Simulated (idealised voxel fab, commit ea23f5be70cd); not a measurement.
The following is a process module called voxel plated lines.
The cross-section shown here is cut; it is 265 nm wide and divided into square cells measuring 5 nm on a side.
In this document a cross-section is written as a grid of square cells. It is given as a series of bands, listed from the top down, and a band is one or more rows of cells.
Top height, bottom height, nm. Materials left to right, width each, nm. Single material + "all across" = fills band edge to edge. "air" = empty.
Heights are reckoned from 0. Under this level, the received wafer is all of one material. The bottommost band is open-ended downward, for example "from 0 down".
A width such as "30..40" changes by the same amount from each row of cells to the next, from the band's top row to its bottom row.
No cell of the cross-section changed in a step that is given as "identical to before".
The list in "Enclosed internal cavities" covers empty spaces of 8 cells or more that cannot reach the top through any open way, and it gives each as width x height at distance; the distance is from the left edge, and width, height and distance are in nm.
On each step's line, the part that comes after the settings is the simulator's own comment on the step.
Steps that use a mask can have "overlay nm" on their line. It says how far the mask sat to the right of where it was meant to be. Negative means to the left.

### Planned process steps
1,RECEIVE | material Si
2,CONFORMAL_DEP | material Al2O3 | thk nm 10
3,DIRECTIONAL_DEP | material TiN | thk nm 5
4,PATTERN | tone open | mask id LINES | material resist | width nm 15 | pitch nm 35 | thk nm 20 | overlay nm 0
5,EPI | material Ru | thk nm 5
6,STRIP | etch materials resist
7,DIRECTIONAL_ETCH | etch materials TiN | depth nm 5
8,CONFORMAL_DEP | material SiN | thk nm 10

### as received, after step 1
  from 0 down = Si all across
  Enclosed internal cavities: none

### Run as planned - first of the two wafers cross-sectioned at the end of the module
  from 30 to 20 = 80 air, then 105 SiN, then 80 air
  from 20 to 15 = 90 SiN, then 15 Ru, then 20 SiN, then 15 Ru, then 20 SiN, then 15 Ru, then 90 SiN
  from 15 to 10 = 90 SiN, then 15 TiN, then 20 SiN, then 15 TiN, then 20 SiN, then 15 TiN, then 90 SiN
  from 10 to 0 = Al2O3 all across
  from 0 down = Si all across
  Enclosed internal cavities: none

### End-of-module cross-section of the second wafer: identical starting point and process plan to the first, with one processing mistake
  from 30 to 20 = 80 air, then 110 SiN, then 75 air
  from 20 to 15 = 90 SiN, then 20 Ru, then 15 SiN, then 20 Ru, then 15 SiN, then 20 Ru, then 85 SiN
  from 15 to 10 = 90 SiN, then 20 TiN, then 15 SiN, then 20 TiN, then 15 SiN, then 20 TiN, then 85 SiN
  from 10 to 0 = Al2O3 all across
  from 0 down = Si all across
  Enclosed internal cavities: none
What went wrong in running the wafer? step 4 was run on a setting that differed from the plan, and what really ran there is PATTERN | tone open | mask id LINES | material resist | width nm 20 | pitch nm 35 | thk nm 20 | overlay nm 0
Counted in cells at the end, the second wafer holds more or fewer of these materials than the first: Ru +3; SiN -4; TiN +3
